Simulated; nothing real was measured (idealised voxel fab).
Module name: voxel quadruple lines (process module)
We display cut, a cross-section 240 nm in width whose square cells are each 5 nm.
How to read a cross-section here: the picture is a grid of square cells, written as bands going from the top down, and any band can span one or more rows of cells. Basically the band line says how high the top is and how high the bottom is, in nm, and then what's in it from left to right, every material with its width in nm. Empty space shows up as "air", and if a single material carries "all across" it runs the full band edge to edge. We count height from 0. Below that, the starting wafer is all one material. The lowest band never ends at the bottom but goes on down; see "z 0 and below" for how that is written. Note: "30->40" means the width goes from the first number (top row of the band) to the second number (bottom row) in equal steps per row of cells. Given "everything unchanged" for a step, no cell of the cross-section differs between before and after that step. Look at "Completely sealed voids" for the closed voids: empty spaces with no open path to the top, sized 8 cells or up. Each is width x height at distance, distance from the left edge, all nm. Step line, after settings: the simulator's comment on this step. The optional step-line setting "overlay nm" applies to steps with a mask and quantifies how far to the right of its planned location the mask lay, a negative value indicating leftward placement.
This section lists the process steps that were planned:
1. RECEIVE (material Si)
2. CONFORMAL_DEP (material SiO2; thk nm 10)
3. DIRECTIONAL_DEP (material TiN; thk nm 15)
4. DIRECTIONAL_DEP (material polySi; thk nm 20)
5. DIRECTIONAL_DEP (material aC; thk nm 20)
6. PATTERN (tone cover; mask id MANDREL; material resist; width nm 30; thk nm 30; overlay nm 0)
7. DIRECTIONAL_ETCH (etch materials aC; depth nm 20)
8. STRIP (etch materials resist)
9. CONFORMAL_DEP (material SiO2; thk nm 10)
10. DIRECTIONAL_ETCH (etch materials SiO2; depth nm 10)
11. STRIP (etch materials aC)
12. DIRECTIONAL_ETCH (etch materials polySi; depth nm 20)
13. STRIP (etch materials SiO2)
14. CONFORMAL_DEP (material SiCN; thk nm 10)
15. DIRECTIONAL_ETCH (etch materials SiCN; depth nm 10)
16. STRIP (etch materials polySi)
17. DIRECTIONAL_ETCH (etch materials TiN; depth nm 15)
18. STRIP (etch materials SiCN)
Account of the first of two wafers, which was processed as intended:
Wafer as received: cross-section following step 1:
* z 0 and below  Si all across
* Completely sealed voids: none
Wafer section view after processing step 2:
* z 10 to 0  SiO2 all across
* Below 0, the layers are the same as they were.
Wafer section view after processing step 3:
* z 25 to 10  TiN all across
* Below 10, the layers are the same as they were.
Wafer section view after processing step 4:
* z 45 to 25  polySi all across
* Below 25, the layers are the same as they were.
Wafer section view after processing step 5:
* z 65 to 45  aC all across
* Below 45, the layers are the same as they were.
Wafer section view after processing step 6:
* z 95 to 65  air (105) / resist (30) / air (105)
* Below 65, the layers are the same as they were.
Wafer section view after processing step 7:
* z 75 to 65  air (105) / resist (30) / air (105)
* z 65 to 45  air (105) / aC (30) / air (105)
* Below 45, the layers are the same as they were.
Wafer section view after processing step 8:
* z 65 to 45  air (105) / aC (30) / air (105)
* Below 45, the layers are the same as they were.
Wafer section view after processing step 9:
* z 75 to 65  air (95) / SiO2 (50) / air (95)
* z 65 to 55  air (95) / SiO2 (10) / aC (30) / SiO2 (10) / air (95)
* z 55 to 45  SiO2 (105) / aC (30) / SiO2 (105)
* Below 45, the layers are the same as they were.
Wafer section view after processing step 10:
* z 65 to 45  air (95) / SiO2 (10) / aC (30) / SiO2 (10) / air (95)
* Below 45, the layers are the same as they were.
Wafer section view after processing step 11:
* z 65 to 45  air (95) / SiO2 (10) / air (30) / SiO2 (10) / air (95)
* Below 45, the layers are the same as they were.
Wafer section view after processing step 12:
* z 65 to 45  air (95) / SiO2 (10) / air (30) / SiO2 (10) / air (95)
* z 45 to 25  air (95) / polySi (10) / air (30) / polySi (10) / air (95)
* Below 25, the layers are the same as they were.
Wafer section view after processing step 13:
* z 45 to 25  air (95) / polySi (10) / air (30) / polySi (10) / air (95)
* Below 25, the layers are the same as they were.
Wafer section view after processing step 14:
* z 55 to 45  air (85) / SiCN (30) / air (10) / SiCN (30) / air (85)
* z 45 to 35  air (85) / SiCN (10) / polySi (10) / SiCN (10) / air (10) / SiCN (10) / polySi (10) / SiCN (10) / air (85)
* z 35 to 25  SiCN (95) / polySi (10) / SiCN (30) / polySi (10) / SiCN (95)
* Below 25, the layers are the same as they were.
Wafer section view after processing step 15:
* z 45 to 25  air (85) / SiCN (10) / polySi (10) / SiCN (10) / air (10) / SiCN (10) / polySi (10) / SiCN (10) / air (85)
* Below 25, the layers are the same as they were.
Wafer section view after processing step 16:
* z 45 to 25  air (85) / SiCN (10) / air (10) / SiCN (10) / air (10) / SiCN (10) / air (10) / SiCN (10) / air (85)
* Below 25, the layers are the same as they were.
Wafer section view after processing step 17:
* z 45 to 25  air (85) / SiCN (10) / air (10) / SiCN (10) / air (10) / SiCN (10) / air (10) / SiCN (10) / air (85)
* z 25 to 10  air (85) / TiN (10) / air (10) / TiN (10) / air (10) / TiN (10) / air (10) / TiN (10) / air (85)
* Below 10, the layers are the same as they were.
Wafer section view after processing step 18:
* z 25 to 10  air (85) / TiN (10) / air (10) / TiN (10) / air (10) / TiN (10) / air (10) / TiN (10) / air (85)
* Below 10, the layers are the same as they were.
The Second Wafer: Common Origin and Plan, One Mistake in Execution, Identical to the First Through Step 3:
What the second wafer looks like in cross-section when step 4 should have wrapped up:
* z 45 to 25  aC all across
* Below 25, the layers are the same as they were.
What the second wafer looks like in cross-section when step 5 should have wrapped up:
* z 65 to 45  polySi all across
* Below 45, the layers are the same as they were.
What the second wafer looks like in cross-section when step 6 should have wrapped up:
* z 95 to 65  air (105) / resist (30) / air (105)
* Below 65, the layers are the same as they were.
What the second wafer looks like in cross-section when step 7 should have wrapped up:
* z 75 to 65  air (105) / resist (30) / air (105)
* Below 65, the layers are the same as they were.
What the second wafer looks like in cross-section when step 8 should have wrapped up:
* z 65 to 45  polySi all across
* Below 45, the layers are the same as they were.
What the second wafer looks like in cross-section when step 9 should have wrapped up:
* z 75 to 65  SiO2 all across
* Below 65, the layers are the same as they were.
What the second wafer looks like in cross-section when step 10 should have wrapped up:
* z 65 to 45  polySi all across
* Below 45, the layers are the same as they were.
What the second wafer looks like in cross-section when step 11 should have wrapped up: everything unchanged
What the second wafer looks like in cross-section when step 12 should have wrapped up:
* z 45 to 25  aC all across
* Below 25, the layers are the same as they were.
What the second wafer looks like in cross-section when step 13 should have wrapped up: everything unchanged
What the second wafer looks like in cross-section when step 14 should have wrapped up:
* z 55 to 45  SiCN all across
* Below 45, the layers are the same as they were.
What the second wafer looks like in cross-section when step 15 should have wrapped up:
* z 45 to 25  aC all across
* Below 25, the layers are the same as they were.
What the second wafer looks like in cross-section when step 16 should have wrapped up: everything unchanged
What the second wafer looks like in cross-section when step 17 should have wrapped up: everything unchanged
What the second wafer looks like in cross-section when step 18 should have wrapped up: everything unchanged
What was done differently from what was planned? steps 4 and 5 run out of order (swapped)
at the end the second wafer has, in cells: TiN: 120 more, aC: 192 more
